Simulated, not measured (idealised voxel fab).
Module name: voxel plated lines (process module)
The cross-section shown here is cut; it is 240 nm wide and divided into square cells measuring 5 nm on a side.
Cross-section format: a grid of square cells, given as bands from top to bottom; each band is one or more rows of cells.
The entry gives the band's vertical extent as a top height and a bottom height in nm, then its horizontal make-up as materials from left to right, each with a width in nm. "air" stands for empty space; a single material marked "throughout" fills the band edge to edge.
Height 0 is the level under which the wafer as received is all one material. The lowest band goes on downwards, as in "0 down".
A width given as "30..40" starts at the first number in the band's top row and ends at the second number in its bottom row, shifting by an equal amount at every step from row to row.
Step note "remained unchanged" = no cross-section cell changed.
The entry titled "Voids, fully enclosed" provides the empty spaces that have no open way to the top, restricted to those of 8 cells or more. Each is presented as width x height at distance, the distance being measured from the left edge, with all three in nm.
Heads up: the bit after the settings on a step's line is the simulator's remark on that step.
Among the settings permitted on a step's line is "overlay nm"; applied to a step with a mask, it specifies the extent to which the mask lay to the right of its planned position, whereas a negative figure signifies a position to the left.
The following list gives the planned process steps:
1,RECEIVE | material Si
2,CONFORMAL_DEP | material Al2O3 | thk nm 5
3,DIRECTIONAL_DEP | material TiN | thk nm 5
4,PATTERN | tone open | mask id LINES | material resist | width nm 20 | pitch nm 50 | thk nm 40 | overlay nm 0
5,EPI | material Ru | thk nm 10
6,EPI | material Ru | thk nm 10
7,EPI | material Ru | thk nm 5
8,STRIP | etch materials resist
9,DIRECTIONAL_ETCH | etch materials TiN | depth nm 5
10,CONFORMAL_DEP | material SiO2 | thk nm 10
Received-state cross-section, reflecting completion of step 1:
> 0 down: Si throughout
> Voids, fully enclosed: none
The plan above was carried out on the starting structure above with one mistake, and this cross-section shows the wafer at the end of the module:
> 40 to 35: 30 nm air  30 nm SiO2  20 nm air  30 nm SiO2  20 nm air  30 nm SiO2  20 nm air  30 nm SiO2  30 nm air
> 35 to 10: 30 nm air  5 nm SiO2  20 nm Ru  5 nm SiO2  20 nm air  5 nm SiO2  20 nm Ru  5 nm SiO2  20 nm air  5 nm SiO2  20 nm Ru  5 nm SiO2  20 nm air  5 nm SiO2  20 nm Ru  5 nm SiO2  30 nm air
> 10 to 5: 35 nm SiO2  20 nm TiN  30 nm SiO2  20 nm TiN  30 nm SiO2  20 nm TiN  30 nm SiO2  20 nm TiN  35 nm SiO2
> 5 to 0: Al2O3 throughout
> 0 down: Si throughout
> Voids, fully enclosed: none
What broke from the plan during processing? step 10 was not run as planned; what actually ran was CONFORMAL_DEP | material SiO2 | thk nm 5
